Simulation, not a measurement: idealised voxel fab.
The document below concerns the process module designated voxel trench capacitor.
Pictured: cross-section cut, 160 nm wide, on a grid of 5 nm square cells.
If you're reading a cross-section in this doc, picture square cells in a grid; it comes to you as bands, top ones listed first down to the bottom, and a band can be one or more rows of cells.
For a band, the entry starts with two heights in nm, that of the top and then that of the bottom, and carries on with the band's materials in order from left to right, each alongside its width in nm; the word "throughout" beside a single material means it fills the band edge to edge, and "empty" means empty space.
Below 0: as-received wafer, all one material; heights counted from there. Lowest band: no bottom, goes on down, written "z 0 and below".
Width "30 to 40": first value at the band's top row of cells, second value at its bottom row, equal change from row to row.
A step reported as "everything unchanged" is a step in which no cell of the cross-section changed.
"Completely sealed voids" means: voids of 8 cells or more that are shut off from the top with no open way through. Written width x height at distance, distance from the left edge, in nm.
Where a step's line continues beyond its settings, the continuation is a remark by the simulator itself on that step.
overlay nm: step with mask; distance mask lay right of planned place; negative value = left of planned place.

Listed below are the process steps as planned
| 1 | op RECEIVE | material Si |
| 2 | op CONFORMAL_DEP | material SiN | thk nm 5 |
| 3 | op DIRECTIONAL_DEP | material aC | thk nm 15 |
| 4 | op PATTERN | tone open | mask id TRENCH | material resist | width nm 15 | pitch nm 40 | thk nm 35 | overlay nm 0 |
| 5 | op DIRECTIONAL_ETCH | etch materials aC | depth nm 15 |
| 6 | op STRIP | etch materials resist |
| 7 | op DIRECTIONAL_ETCH | etch materials SiN | depth nm 5 |
| 8 | op DIRECTIONAL_ETCH | etch materials Si | depth nm 30 |
| 9 | op STRIP | etch materials aC |
| 10 | op CONFORMAL_DEP | material SiO2 | thk nm 5 |
| 11 | op FILL_DEP | material polySi | thk nm 10 |
| 12 | op CMP | height nm 5 |
The value of width nm given for step 4 in the plan refers to the first wafer; the wafers vary in this setting and are alike at the start.

First wafer as received, after step 1
* z 0 and below | Si throughout
* Completely sealed voids: none

Cross-section, first of several wafers, end of module, after last step 12
* z 5 to 0 | 35 SiN, 5 SiO2, 5 polySi, 5 SiO2, 25 SiN, 5 SiO2, 5 polySi, 5 SiO2, 25 SiN, 5 SiO2, 5 polySi, 5 SiO2, 30 SiN
* z 0 to -25 | 35 Si, 5 SiO2, 5 polySi, 5 SiO2, 25 Si, 5 SiO2, 5 polySi, 5 SiO2, 25 Si, 5 SiO2, 5 polySi, 5 SiO2, 30 Si
* z -25 to -30 | 35 Si, 15 SiO2, 25 Si, 15 SiO2, 25 Si, 15 SiO2, 30 Si
* z -30 and below | Si throughout
* Completely sealed voids: none

Final wafer of several, shown in cross-section at the end of the module
* z 5 to 0 | 30 SiN, 5 SiO2, 15 polySi, 5 SiO2, 15 SiN, 5 SiO2, 15 polySi, 5 SiO2, 15 SiN, 5 SiO2, 15 polySi, 5 SiO2, 25 SiN
* z 0 to -25 | 30 Si, 5 SiO2, 15 polySi, 5 SiO2, 15 Si, 5 SiO2, 15 polySi, 5 SiO2, 15 Si, 5 SiO2, 15 polySi, 5 SiO2, 25 Si
* z -25 to -30 | 30 Si, 25 SiO2, 15 Si, 25 SiO2, 15 Si, 25 SiO2, 25 Si
* z -30 and below | Si throughout
* Completely sealed voids: none

Wafer rows, end of module: cells per material gained (+) or lost (-) since receipt; closed voids last
width nm 15 | -54 Si | +23 SiN | +45 SiO2 | +18 polySi | Completely sealed voids: none
width nm 20 | -72 Si | +20 SiN | +48 SiO2 | +36 polySi | Completely sealed voids: none
width nm 25 | -90 Si | +17 SiN | +51 SiO2 | +54 polySi | Completely sealed voids: none
